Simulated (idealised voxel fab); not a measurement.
Name of the process module below: voxel wiring stack
cross-section cut | 280 nm wide | cells 5 nm
How to read a cross-section here: the picture is a grid of square cells, written as bands going from the top down, and any band can span one or more rows of cells.
Top height, bottom height, nm. Materials left to right, width each, nm. Single material + "throughout" = fills band edge to edge. "empty" = empty.
Zero point of the height axis is 0; under it, received wafer = one material. Lowest band: continues down indefinitely, "from 0 down".
Graded width ("30..40"): value in top row of band = first number; value in bottom row = second number; row-to-row change constant.
Any step labelled "everything unchanged" changed none of the cells in the cross-section.
If an empty space has no open way to the top and is at least 8 cells in size, "Cavities, sealed" lists it, written width x height at distance, where distance is measured from the left edge and every value is in nm.
Anything after a step's settings on that line? It's the simulator's own note about the step.
When a step includes a mask, the "overlay nm" setting on its line states how far to the right of its planned place that mask lay, and negative values state how far to the left.

# Listed below are the process steps as planned
1,RECEIVE,material Si
2,CONFORMAL_DEP,material SiO2,thk nm 15
3,DIRECTIONAL_DEP,material TiN,thk nm 5
4,DIRECTIONAL_DEP,material Ru,thk nm 25
5,MASKED_ETCH,tone cover,mask id METAL_1,width nm 20,pitch nm 50,etch materials Ru,depth nm 25,overlay nm 0
6,MASKED_ETCH,tone cover,mask id METAL_1,width nm 20,pitch nm 50,etch materials TiN,depth nm 5,overlay nm 0
7,CONFORMAL_DEP,material SiCN,thk nm 5
8,FILL_DEP,material SiO2,thk nm 5
9,CMP,height nm 45
10,CONFORMAL_DEP,material SiCN,thk nm 5
11,DIRECTIONAL_DEP,material lowk,thk nm 20
12,PATTERN,tone open,mask id PLUG_1,material resist,width nm 15,pitch nm 100,thk nm 15,overlay nm 0
13,DIRECTIONAL_ETCH,etch materials lowk,depth nm 20
14,DIRECTIONAL_ETCH,etch materials SiCN,depth nm 5
15,STRIP,etch materials resist
16,CONFORMAL_DEP,material TiN,thk nm 5
17,FILL_DEP,material W,thk nm 5
18,CMP,height nm 70
19,DIRECTIONAL_DEP,material TiN,thk nm 5
20,DIRECTIONAL_DEP,material Ru,thk nm 20
21,DIRECTIONAL_DEP,material aC,thk nm 10
22,PATTERN,tone cover,mask id METAL_2,material resist,width nm 20,pitch nm 50,thk nm 30,overlay nm 0
23,DIRECTIONAL_ETCH,etch materials aC,depth nm 10
24,STRIP,etch materials resist
25,DIRECTIONAL_ETCH,etch materials Ru,depth nm 20
26,DIRECTIONAL_ETCH,etch materials TiN,depth nm 5
27,STRIP,etch materials aC
28,CONFORMAL_DEP,material SiN,thk nm 5
29,FILL_DEP,material lowk,thk nm 5
30,CMP,height nm 95
31,CONFORMAL_DEP,material SiCN,thk nm 5
32,DIRECTIONAL_DEP,material lowk,thk nm 25
33,MASKED_ETCH,tone open,mask id METAL_3_HOLES,width nm 15,pitch nm 100,etch materials lowk,depth nm 25,overlay nm 0
34,PATTERN,tone open,mask id METAL_3,material resist,width nm 20,pitch nm 50,thk nm 20,overlay nm 0
35,DIRECTIONAL_ETCH,etch materials lowk,depth nm 15
36,DIRECTIONAL_ETCH,etch materials SiCN,depth nm 5
37,STRIP,etch materials resist
38,CONFORMAL_DEP,material TiN,thk nm 5
39,FILL_DEP,material Cu,thk nm 5
40,CMP,height nm 125
41,CONFORMAL_DEP,material SiN,thk nm 5

# First of two wafers - as planned

# Wafer cross-section on receipt, i.e. after step 1
* from 0 down | Si throughout
* Cavities, sealed: none

# After step 2: wafer cross-section
* from 15 to 0 | SiO2 throughout
* Rest of section, below 0: as before.

# After step 3: wafer cross-section
* from 20 to 15 | TiN throughout
* Rest of section, below 15: as before.

# After step 4: wafer cross-section
* from 45 to 20 | Ru throughout
* Rest of section, below 20: as before.

# After step 5: wafer cross-section
* from 45 to 20 | 80 nm empty / 20 nm Ru / 30 nm empty / 20 nm Ru / 30 nm empty / 20 nm Ru / 80 nm empty
* Rest of section, below 20: as before.

# After step 6: wafer cross-section
* from 45 to 20 | 80 nm empty / 20 nm Ru / 30 nm empty / 20 nm Ru / 30 nm empty / 20 nm Ru / 80 nm empty
* from 20 to 15 | 80 nm empty / 20 nm TiN / 30 nm empty / 20 nm TiN / 30 nm empty / 20 nm TiN / 80 nm empty
* Rest of section, below 15: as before.

# After step 7: wafer cross-section
* from 50 to 45 | 75 nm empty / 30 nm SiCN / 20 nm empty / 30 nm SiCN / 20 nm empty / 30 nm SiCN / 75 nm empty
* from 45 to 20 | 75 nm empty / 5 nm SiCN / 20 nm Ru / 5 nm SiCN / 20 nm empty / 5 nm SiCN / 20 nm Ru / 5 nm SiCN / 20 nm empty / 5 nm SiCN / 20 nm Ru / 5 nm SiCN / 75 nm empty
* from 20 to 15 | 80 nm SiCN / 20 nm TiN / 30 nm SiCN / 20 nm TiN / 30 nm SiCN / 20 nm TiN / 80 nm SiCN
* Rest of section, below 15: as before.

# After step 8: wafer cross-section
* from 55 to 50 | SiO2 throughout
* from 50 to 45 | 75 nm SiO2 / 30 nm SiCN / 20 nm SiO2 / 30 nm SiCN / 20 nm SiO2 / 30 nm SiCN / 75 nm SiO2
* from 45 to 20 | 75 nm SiO2 / 5 nm SiCN / 20 nm Ru / 5 nm SiCN / 20 nm SiO2 / 5 nm SiCN / 20 nm Ru / 5 nm SiCN / 20 nm SiO2 / 5 nm SiCN / 20 nm Ru / 5 nm SiCN / 75 nm SiO2
* Rest of section, below 20: as before.

# After step 9: wafer cross-section
* from 45 to 20 | 75 nm SiO2 / 5 nm SiCN / 20 nm Ru / 5 nm SiCN / 20 nm SiO2 / 5 nm SiCN / 20 nm Ru / 5 nm SiCN / 20 nm SiO2 / 5 nm SiCN / 20 nm Ru / 5 nm SiCN / 75 nm SiO2
* Rest of section, below 20: as before.

# After step 10: wafer cross-section
* from 50 to 45 | SiCN throughout
* Rest of section, below 45: as before.

# After step 11: wafer cross-section
* from 70 to 50 | lowk throughout
* Rest of section, below 50: as before.

# After step 12: wafer cross-section
* from 85 to 70 | 80 nm resist / 15 nm empty / 85 nm resist / 15 nm empty / 85 nm resist
* Rest of section, below 70: as before.

# After step 13: wafer cross-section
* from 85 to 70 | 80 nm resist / 15 nm empty / 85 nm resist / 15 nm empty / 85 nm resist
* from 70 to 50 | 80 nm lowk / 15 nm empty / 85 nm lowk / 15 nm empty / 85 nm lowk
* Rest of section, below 50: as before.

# After step 14: wafer cross-section
* from 85 to 70 | 80 nm resist / 15 nm empty / 85 nm resist / 15 nm empty / 85 nm resist
* from 70 to 50 | 80 nm lowk / 15 nm empty / 85 nm lowk / 15 nm empty / 85 nm lowk
* from 50 to 45 | 80 nm SiCN / 15 nm empty / 85 nm SiCN / 15 nm empty / 85 nm SiCN
* Rest of section, below 45: as before.

# After step 15: wafer cross-section
* from 70 to 50 | 80 nm lowk / 15 nm empty / 85 nm lowk / 15 nm empty / 85 nm lowk
* Rest of section, below 50: as before.

# After step 16: wafer cross-section
* from 75 to 70 | 85 nm TiN / 5 nm empty / 95 nm TiN / 5 nm empty / 90 nm TiN
* from 70 to 50 | 80 nm lowk / 5 nm TiN / 5 nm empty / 5 nm TiN / 85 nm lowk / 5 nm TiN / 5 nm empty / 5 nm TiN / 85 nm lowk
* from 50 to 45 | 80 nm SiCN / 15 nm TiN / 85 nm SiCN / 15 nm TiN / 85 nm SiCN
* Rest of section, below 45: as before.

# After step 17: wafer cross-section
* from 80 to 75 | W throughout
* from 75 to 70 | 85 nm TiN / 5 nm W / 95 nm TiN / 5 nm W / 90 nm TiN
* from 70 to 50 | 80 nm lowk / 5 nm TiN / 5 nm W / 5 nm TiN / 85 nm lowk / 5 nm TiN / 5 nm W / 5 nm TiN / 85 nm lowk
* Rest of section, below 50: as before.

# After step 18: wafer cross-section
* from 70 to 50 | 80 nm lowk / 5 nm TiN / 5 nm W / 5 nm TiN / 85 nm lowk / 5 nm TiN / 5 nm W / 5 nm TiN / 85 nm lowk
* Rest of section, below 50: as before.

# After step 19: wafer cross-section
* from 75 to 70 | TiN throughout
* Rest of section, below 70: as before.

# After step 20: wafer cross-section
* from 95 to 75 | Ru throughout
* Rest of section, below 75: as before.

# After step 21: wafer cross-section
* from 105 to 95 | aC throughout
* Rest of section, below 95: as before.

# After step 22: wafer cross-section
* from 135 to 105 | 80 nm empty / 20 nm resist / 30 nm empty / 20 nm resist / 30 nm empty / 20 nm resist / 80 nm empty
* Rest of section, below 105: as before.

# After step 23: wafer cross-section
* from 125 to 105 | 80 nm empty / 20 nm resist / 30 nm empty / 20 nm resist / 30 nm empty / 20 nm resist / 80 nm empty
* from 105 to 95 | 80 nm empty / 20 nm aC / 30 nm empty / 20 nm aC / 30 nm empty / 20 nm aC / 80 nm empty
* Rest of section, below 95: as before.

# After step 24: wafer cross-section
* from 105 to 95 | 80 nm empty / 20 nm aC / 30 nm empty / 20 nm aC / 30 nm empty / 20 nm aC / 80 nm empty
* Rest of section, below 95: as before.

# After step 25: wafer cross-section
* from 105 to 95 | 80 nm empty / 20 nm aC / 30 nm empty / 20 nm aC / 30 nm empty / 20 nm aC / 80 nm empty
* from 95 to 75 | 80 nm empty / 20 nm Ru / 30 nm empty / 20 nm Ru / 30 nm empty / 20 nm Ru / 80 nm empty
* Rest of section, below 75: as before.

# After step 26: wafer cross-section
* from 105 to 95 | 80 nm empty / 20 nm aC / 30 nm empty / 20 nm aC / 30 nm empty / 20 nm aC / 80 nm empty
* from 95 to 75 | 80 nm empty / 20 nm Ru / 30 nm empty / 20 nm Ru / 30 nm empty / 20 nm Ru / 80 nm empty
* from 75 to 70 | 80 nm empty / 20 nm TiN / 30 nm empty / 20 nm TiN / 30 nm empty / 20 nm TiN / 80 nm empty
* Rest of section, below 70: as before.

# After step 27: wafer cross-section
* from 95 to 75 | 80 nm empty / 20 nm Ru / 30 nm empty / 20 nm Ru / 30 nm empty / 20 nm Ru / 80 nm empty
* Rest of section, below 75: as before.

# After step 28: wafer cross-section
* from 100 to 95 | 75 nm empty / 30 nm SiN / 20 nm empty / 30 nm SiN / 20 nm empty / 30 nm SiN / 75 nm empty
* from 95 to 75 | 75 nm empty / 5 nm SiN / 20 nm Ru / 5 nm SiN / 20 nm empty / 5 nm SiN / 20 nm Ru / 5 nm SiN / 20 nm empty / 5 nm SiN / 20 nm Ru / 5 nm SiN / 75 nm empty
* from 75 to 70 | 80 nm SiN / 20 nm TiN / 30 nm SiN / 20 nm TiN / 30 nm SiN / 20 nm TiN / 80 nm SiN
* Rest of section, below 70: as before.

# After step 29: wafer cross-section
* from 105 to 100 | lowk throughout
* from 100 to 95 | 75 nm lowk / 30 nm SiN / 20 nm lowk / 30 nm SiN / 20 nm lowk / 30 nm SiN / 75 nm lowk
* from 95 to 75 | 75 nm lowk / 5 nm SiN / 20 nm Ru / 5 nm SiN / 20 nm lowk / 5 nm SiN / 20 nm Ru / 5 nm SiN / 20 nm lowk / 5 nm SiN / 20 nm Ru / 5 nm SiN / 75 nm lowk
* Rest of section, below 75: as before.

# After step 30: wafer cross-section
* from 95 to 75 | 75 nm lowk / 5 nm SiN / 20 nm Ru / 5 nm SiN / 20 nm lowk / 5 nm SiN / 20 nm Ru / 5 nm SiN / 20 nm lowk / 5 nm SiN / 20 nm Ru / 5 nm SiN / 75 nm lowk
* Rest of section, below 75: as before.

# After step 31: wafer cross-section
* from 100 to 95 | SiCN throughout
* Rest of section, below 95: as before.

# After step 32: wafer cross-section
* from 125 to 100 | lowk throughout
* Rest of section, below 100: as before.

# After step 33: wafer cross-section
* from 125 to 100 | 80 nm lowk / 15 nm empty / 85 nm lowk / 15 nm empty / 85 nm lowk
* Rest of section, below 100: as before.

# After step 34: wafer cross-section
* from 145 to 125 | 80 nm resist / 20 nm empty / 30 nm resist / 20 nm empty / 30 nm resist / 20 nm empty / 80 nm resist
* Rest of section, below 125: as before.

# After step 35: wafer cross-section
* from 145 to 125 | 80 nm resist / 20 nm empty / 30 nm resist / 20 nm empty / 30 nm resist / 20 nm empty / 80 nm resist
* from 125 to 110 | 80 nm lowk / 20 nm empty / 30 nm lowk / 20 nm empty / 30 nm lowk / 20 nm empty / 80 nm lowk
* Rest of section, below 110: as before.

# After step 36: wafer cross-section
* from 145 to 125 | 80 nm resist / 20 nm empty / 30 nm resist / 20 nm empty / 30 nm resist / 20 nm empty / 80 nm resist
* from 125 to 110 | 80 nm lowk / 20 nm empty / 30 nm lowk / 20 nm empty / 30 nm lowk / 20 nm empty / 80 nm lowk
* from 110 to 100 | 80 nm lowk / 15 nm empty / 85 nm lowk / 15 nm empty / 85 nm lowk
* from 100 to 95 | 80 nm SiCN / 15 nm empty / 85 nm SiCN / 15 nm empty / 85 nm SiCN
* Rest of section, below 95: as before.

# After step 37: wafer cross-section
* from 125 to 110 | 80 nm lowk / 20 nm empty / 30 nm lowk / 20 nm empty / 30 nm lowk / 20 nm empty / 80 nm lowk
* Rest of section, below 110: as before.

# After step 38: wafer cross-section
* from 130 to 125 | 85 nm TiN / 10 nm empty / 40 nm TiN / 10 nm empty / 40 nm TiN / 10 nm empty / 85 nm TiN
* from 125 to 115 | 80 nm lowk / 5 nm TiN / 10 nm empty / 5 nm TiN / 30 nm lowk / 5 nm TiN / 10 nm empty / 5 nm TiN / 30 nm lowk / 5 nm TiN / 10 nm empty / 5 nm TiN / 80 nm lowk
* from 115 to 110 | 80 nm lowk / 5 nm TiN / 5 nm empty / 10 nm TiN / 30 nm lowk / 20 nm TiN / 30 nm lowk / 5 nm TiN / 5 nm empty / 10 nm TiN / 80 nm lowk
* from 110 to 100 | 80 nm lowk / 5 nm TiN / 5 nm empty / 5 nm TiN / 85 nm lowk / 5 nm TiN / 5 nm empty / 5 nm TiN / 85 nm lowk
* from 100 to 95 | 80 nm SiCN / 15 nm TiN / 85 nm SiCN / 15 nm TiN / 85 nm SiCN
* Rest of section, below 95: as before.

# After step 39: wafer cross-section
* from 135 to 130 | Cu throughout
* from 130 to 125 | 85 nm TiN / 10 nm Cu / 40 nm TiN / 10 nm Cu / 40 nm TiN / 10 nm Cu / 85 nm TiN
* from 125 to 115 | 80 nm lowk / 5 nm TiN / 10 nm Cu / 5 nm TiN / 30 nm lowk / 5 nm TiN / 10 nm Cu / 5 nm TiN / 30 nm lowk / 5 nm TiN / 10 nm Cu / 5 nm TiN / 80 nm lowk
* from 115 to 110 | 80 nm lowk / 5 nm TiN / 5 nm Cu / 10 nm TiN / 30 nm lowk / 20 nm TiN / 30 nm lowk / 5 nm TiN / 5 nm Cu / 10 nm TiN / 80 nm lowk
* from 110 to 100 | 80 nm lowk / 5 nm TiN / 5 nm Cu / 5 nm TiN / 85 nm lowk / 5 nm TiN / 5 nm Cu / 5 nm TiN / 85 nm lowk
* Rest of section, below 100: as before.

# After step 40: wafer cross-section
* from 125 to 115 | 80 nm lowk / 5 nm TiN / 10 nm Cu / 5 nm TiN / 30 nm lowk / 5 nm TiN / 10 nm Cu / 5 nm TiN / 30 nm lowk / 5 nm TiN / 10 nm Cu / 5 nm TiN / 80 nm lowk
* Rest of section, below 115: as before.

# After step 41: wafer cross-section
* from 130 to 125 | SiN throughout
* Rest of section, below 125: as before.

# Second wafer, same starting conditions and recipe as the first, one mistake in executing it, nothing differs from the first up to and including step 2

Cross-section, second wafer, at the end time the plan gives for step 3: everything unchanged

# Cross-section, second wafer, at the end time the plan gives for step 4
* from 40 to 15 | Ru throughout
* Rest of section, below 15: as before.

# Cross-section, second wafer, at the end time the plan gives for step 5
* from 40 to 15 | 80 nm empty / 20 nm Ru / 30 nm empty / 20 nm Ru / 30 nm empty / 20 nm Ru / 80 nm empty
* Rest of section, below 15: as before.

Cross-section, second wafer, at the end time the plan gives for step 6: everything unchanged

# Cross-section, second wafer, at the end time the plan gives for step 7
* from 45 to 40 | 75 nm empty / 30 nm SiCN / 20 nm empty / 30 nm SiCN / 20 nm empty / 30 nm SiCN / 75 nm empty
* from 40 to 20 | 75 nm empty / 5 nm SiCN / 20 nm Ru / 5 nm SiCN / 20 nm empty / 5 nm SiCN / 20 nm Ru / 5 nm SiCN / 20 nm empty / 5 nm SiCN / 20 nm Ru / 5 nm SiCN / 75 nm empty
* from 20 to 15 | 80 nm SiCN / 20 nm Ru / 30 nm SiCN / 20 nm Ru / 30 nm SiCN / 20 nm Ru / 80 nm SiCN
* Rest of section, below 15: as before.

# Cross-section, second wafer, at the end time the plan gives for step 8
* from 50 to 45 | SiO2 throughout
* from 45 to 40 | 75 nm SiO2 / 30 nm SiCN / 20 nm SiO2 / 30 nm SiCN / 20 nm SiO2 / 30 nm SiCN / 75 nm SiO2
* from 40 to 20 | 75 nm SiO2 / 5 nm SiCN / 20 nm Ru / 5 nm SiCN / 20 nm SiO2 / 5 nm SiCN / 20 nm Ru / 5 nm SiCN / 20 nm SiO2 / 5 nm SiCN / 20 nm Ru / 5 nm SiCN / 75 nm SiO2
* Rest of section, below 20: as before.

# Cross-section, second wafer, at the end time the plan gives for step 9
* from 45 to 40 | 75 nm SiO2 / 30 nm SiCN / 20 nm SiO2 / 30 nm SiCN / 20 nm SiO2 / 30 nm SiCN / 75 nm SiO2
* Rest of section, below 40: as before.

# Cross-section, second wafer, at the end time the plan gives for step 10
* from 50 to 45 | SiCN throughout
* Rest of section, below 45: as before.

# Cross-section, second wafer, at the end time the plan gives for step 11
* from 70 to 50 | lowk throughout
* Rest of section, below 50: as before.

# Cross-section, second wafer, at the end time the plan gives for step 12
* from 85 to 70 | 80 nm resist / 15 nm empty / 85 nm resist / 15 nm empty / 85 nm resist
* Rest of section, below 70: as before.

# Cross-section, second wafer, at the end time the plan gives for step 13
* from 85 to 70 | 80 nm resist / 15 nm empty / 85 nm resist / 15 nm empty / 85 nm resist
* from 70 to 50 | 80 nm lowk / 15 nm empty / 85 nm lowk / 15 nm empty / 85 nm lowk
* Rest of section, below 50: as before.

# Cross-section, second wafer, at the end time the plan gives for step 14
* from 85 to 70 | 80 nm resist / 15 nm empty / 85 nm resist / 15 nm empty / 85 nm resist
* from 70 to 50 | 80 nm lowk / 15 nm empty / 85 nm lowk / 15 nm empty / 85 nm lowk
* from 50 to 45 | 80 nm SiCN / 15 nm empty / 85 nm SiCN / 15 nm empty / 85 nm SiCN
* Rest of section, below 45: as before.

# Cross-section, second wafer, at the end time the plan gives for step 15
* from 70 to 50 | 80 nm lowk / 15 nm empty / 85 nm lowk / 15 nm empty / 85 nm lowk
* Rest of section, below 50: as before.

# Cross-section, second wafer, at the end time the plan gives for step 16
* from 75 to 70 | 85 nm TiN / 5 nm empty / 95 nm TiN / 5 nm empty / 90 nm TiN
* from 70 to 50 | 80 nm lowk / 5 nm TiN / 5 nm empty / 5 nm TiN / 85 nm lowk / 5 nm TiN / 5 nm empty / 5 nm TiN / 85 nm lowk
* from 50 to 45 | 80 nm SiCN / 15 nm TiN / 85 nm SiCN / 15 nm TiN / 85 nm SiCN
* Rest of section, below 45: as before.

# Cross-section, second wafer, at the end time the plan gives for step 17
* from 80 to 75 | W throughout
* from 75 to 70 | 85 nm TiN / 5 nm W / 95 nm TiN / 5 nm W / 90 nm TiN
* from 70 to 50 | 80 nm lowk / 5 nm TiN / 5 nm W / 5 nm TiN / 85 nm lowk / 5 nm TiN / 5 nm W / 5 nm TiN / 85 nm lowk
* Rest of section, below 50: as before.

# Cross-section, second wafer, at the end time the plan gives for step 18
* from 70 to 50 | 80 nm lowk / 5 nm TiN / 5 nm W / 5 nm TiN / 85 nm lowk / 5 nm TiN / 5 nm W / 5 nm TiN / 85 nm lowk
* Rest of section, below 50: as before.

# Cross-section, second wafer, at the end time the plan gives for step 19
* from 75 to 70 | TiN throughout
* Rest of section, below 70: as before.

# Cross-section, second wafer, at the end time the plan gives for step 20
* from 95 to 75 | Ru throughout
* Rest of section, below 75: as before.

# Cross-section, second wafer, at the end time the plan gives for step 21
* from 105 to 95 | aC throughout
* Rest of section, below 95: as before.

# Cross-section, second wafer, at the end time the plan gives for step 22
* from 135 to 105 | 80 nm empty / 20 nm resist / 30 nm empty / 20 nm resist / 30 nm empty / 20 nm resist / 80 nm empty
* Rest of section, below 105: as before.

# Cross-section, second wafer, at the end time the plan gives for step 23
* from 125 to 105 | 80 nm empty / 20 nm resist / 30 nm empty / 20 nm resist / 30 nm empty / 20 nm resist / 80 nm empty
* from 105 to 95 | 80 nm empty / 20 nm aC / 30 nm empty / 20 nm aC / 30 nm empty / 20 nm aC / 80 nm empty
* Rest of section, below 95: as before.

# Cross-section, second wafer, at the end time the plan gives for step 24
* from 105 to 95 | 80 nm empty / 20 nm aC / 30 nm empty / 20 nm aC / 30 nm empty / 20 nm aC / 80 nm empty
* Rest of section, below 95: as before.

# Cross-section, second wafer, at the end time the plan gives for step 25
* from 105 to 95 | 80 nm empty / 20 nm aC / 30 nm empty / 20 nm aC / 30 nm empty / 20 nm aC / 80 nm empty
* from 95 to 75 | 80 nm empty / 20 nm Ru / 30 nm empty / 20 nm Ru / 30 nm empty / 20 nm Ru / 80 nm empty
* Rest of section, below 75: as before.

# Cross-section, second wafer, at the end time the plan gives for step 26
* from 105 to 95 | 80 nm empty / 20 nm aC / 30 nm empty / 20 nm aC / 30 nm empty / 20 nm aC / 80 nm empty
* from 95 to 75 | 80 nm empty / 20 nm Ru / 30 nm empty / 20 nm Ru / 30 nm empty / 20 nm Ru / 80 nm empty
* from 75 to 70 | 80 nm empty / 20 nm TiN / 30 nm empty / 20 nm TiN / 30 nm empty / 20 nm TiN / 80 nm empty
* Rest of section, below 70: as before.

# Cross-section, second wafer, at the end time the plan gives for step 27
* from 95 to 75 | 80 nm empty / 20 nm Ru / 30 nm empty / 20 nm Ru / 30 nm empty / 20 nm Ru / 80 nm empty
* Rest of section, below 75: as before.

# Cross-section, second wafer, at the end time the plan gives for step 28
* from 100 to 95 | 75 nm empty / 30 nm SiN / 20 nm empty / 30 nm SiN / 20 nm empty / 30 nm SiN / 75 nm empty
* from 95 to 75 | 75 nm empty / 5 nm SiN / 20 nm Ru / 5 nm SiN / 20 nm empty / 5 nm SiN / 20 nm Ru / 5 nm SiN / 20 nm empty / 5 nm SiN / 20 nm Ru / 5 nm SiN / 75 nm empty
* from 75 to 70 | 80 nm SiN / 20 nm TiN / 30 nm SiN / 20 nm TiN / 30 nm SiN / 20 nm TiN / 80 nm SiN
* Rest of section, below 70: as before.

# Cross-section, second wafer, at the end time the plan gives for step 29
* from 105 to 100 | lowk throughout
* from 100 to 95 | 75 nm lowk / 30 nm SiN / 20 nm lowk / 30 nm SiN / 20 nm lowk / 30 nm SiN / 75 nm lowk
* from 95 to 75 | 75 nm lowk / 5 nm SiN / 20 nm Ru / 5 nm SiN / 20 nm lowk / 5 nm SiN / 20 nm Ru / 5 nm SiN / 20 nm lowk / 5 nm SiN / 20 nm Ru / 5 nm SiN / 75 nm lowk
* Rest of section, below 75: as before.

# Cross-section, second wafer, at the end time the plan gives for step 30
* from 95 to 75 | 75 nm lowk / 5 nm SiN / 20 nm Ru / 5 nm SiN / 20 nm lowk / 5 nm SiN / 20 nm Ru / 5 nm SiN / 20 nm lowk / 5 nm SiN / 20 nm Ru / 5 nm SiN / 75 nm lowk
* Rest of section, below 75: as before.

# Cross-section, second wafer, at the end time the plan gives for step 31
* from 100 to 95 | SiCN throughout
* Rest of section, below 95: as before.

# Cross-section, second wafer, at the end time the plan gives for step 32
* from 125 to 100 | lowk throughout
* Rest of section, below 100: as before.

# Cross-section, second wafer, at the end time the plan gives for step 33
* from 125 to 100 | 80 nm lowk / 15 nm empty / 85 nm lowk / 15 nm empty / 85 nm lowk
* Rest of section, below 100: as before.

# Cross-section, second wafer, at the end time the plan gives for step 34
* from 145 to 125 | 80 nm resist / 20 nm empty / 30 nm resist / 20 nm empty / 30 nm resist / 20 nm empty / 80 nm resist
* Rest of section, below 125: as before.

# Cross-section, second wafer, at the end time the plan gives for step 35
* from 145 to 125 | 80 nm resist / 20 nm empty / 30 nm resist / 20 nm empty / 30 nm resist / 20 nm empty / 80 nm resist
* from 125 to 110 | 80 nm lowk / 20 nm empty / 30 nm lowk / 20 nm empty / 30 nm lowk / 20 nm empty / 80 nm lowk
* Rest of section, below 110: as before.

# Cross-section, second wafer, at the end time the plan gives for step 36
* from 145 to 125 | 80 nm resist / 20 nm empty / 30 nm resist / 20 nm empty / 30 nm resist / 20 nm empty / 80 nm resist
* from 125 to 110 | 80 nm lowk / 20 nm empty / 30 nm lowk / 20 nm empty / 30 nm lowk / 20 nm empty / 80 nm lowk
* from 110 to 100 | 80 nm lowk / 15 nm empty / 85 nm lowk / 15 nm empty / 85 nm lowk
* from 100 to 95 | 80 nm SiCN / 15 nm empty / 85 nm SiCN / 15 nm empty / 85 nm SiCN
* Rest of section, below 95: as before.

# Cross-section, second wafer, at the end time the plan gives for step 37
* from 125 to 110 | 80 nm lowk / 20 nm empty / 30 nm lowk / 20 nm empty / 30 nm lowk / 20 nm empty / 80 nm lowk
* Rest of section, below 110: as before.

# Cross-section, second wafer, at the end time the plan gives for step 38
* from 130 to 125 | 85 nm TiN / 10 nm empty / 40 nm TiN / 10 nm empty / 40 nm TiN / 10 nm empty / 85 nm TiN
* from 125 to 115 | 80 nm lowk / 5 nm TiN / 10 nm empty / 5 nm TiN / 30 nm lowk / 5 nm TiN / 10 nm empty / 5 nm TiN / 30 nm lowk / 5 nm TiN / 10 nm empty / 5 nm TiN / 80 nm lowk
* from 115 to 110 | 80 nm lowk / 5 nm TiN / 5 nm empty / 10 nm TiN / 30 nm lowk / 20 nm TiN / 30 nm lowk / 5 nm TiN / 5 nm empty / 10 nm TiN / 80 nm lowk
* from 110 to 100 | 80 nm lowk / 5 nm TiN / 5 nm empty / 5 nm TiN / 85 nm lowk / 5 nm TiN / 5 nm empty / 5 nm TiN / 85 nm lowk
* from 100 to 95 | 80 nm SiCN / 15 nm TiN / 85 nm SiCN / 15 nm TiN / 85 nm SiCN
* Rest of section, below 95: as before.

# Cross-section, second wafer, at the end time the plan gives for step 39
* from 135 to 130 | Cu throughout
* from 130 to 125 | 85 nm TiN / 10 nm Cu / 40 nm TiN / 10 nm Cu / 40 nm TiN / 10 nm Cu / 85 nm TiN
* from 125 to 115 | 80 nm lowk / 5 nm TiN / 10 nm Cu / 5 nm TiN / 30 nm lowk / 5 nm TiN / 10 nm Cu / 5 nm TiN / 30 nm lowk / 5 nm TiN / 10 nm Cu / 5 nm TiN / 80 nm lowk
* from 115 to 110 | 80 nm lowk / 5 nm TiN / 5 nm Cu / 10 nm TiN / 30 nm lowk / 20 nm TiN / 30 nm lowk / 5 nm TiN / 5 nm Cu / 10 nm TiN / 80 nm lowk
* from 110 to 100 | 80 nm lowk / 5 nm TiN / 5 nm Cu / 5 nm TiN / 85 nm lowk / 5 nm TiN / 5 nm Cu / 5 nm TiN / 85 nm lowk
* Rest of section, below 100: as before.

# Cross-section, second wafer, at the end time the plan gives for step 40
* from 125 to 115 | 80 nm lowk / 5 nm TiN / 10 nm Cu / 5 nm TiN / 30 nm lowk / 5 nm TiN / 10 nm Cu / 5 nm TiN / 30 nm lowk / 5 nm TiN / 10 nm Cu / 5 nm TiN / 80 nm lowk
* Rest of section, below 115: as before.

# Cross-section, second wafer, at the end time the plan gives for step 41
* from 130 to 125 | SiN throughout
* Rest of section, below 125: as before.
Against the plan, the run slipped here: it should be noted that step 3 of the plan was omitted and was not performed
The closing comparison, in cells, has the second wafer with more or fewer of some materials than the first: SiCN +12 | TiN -12
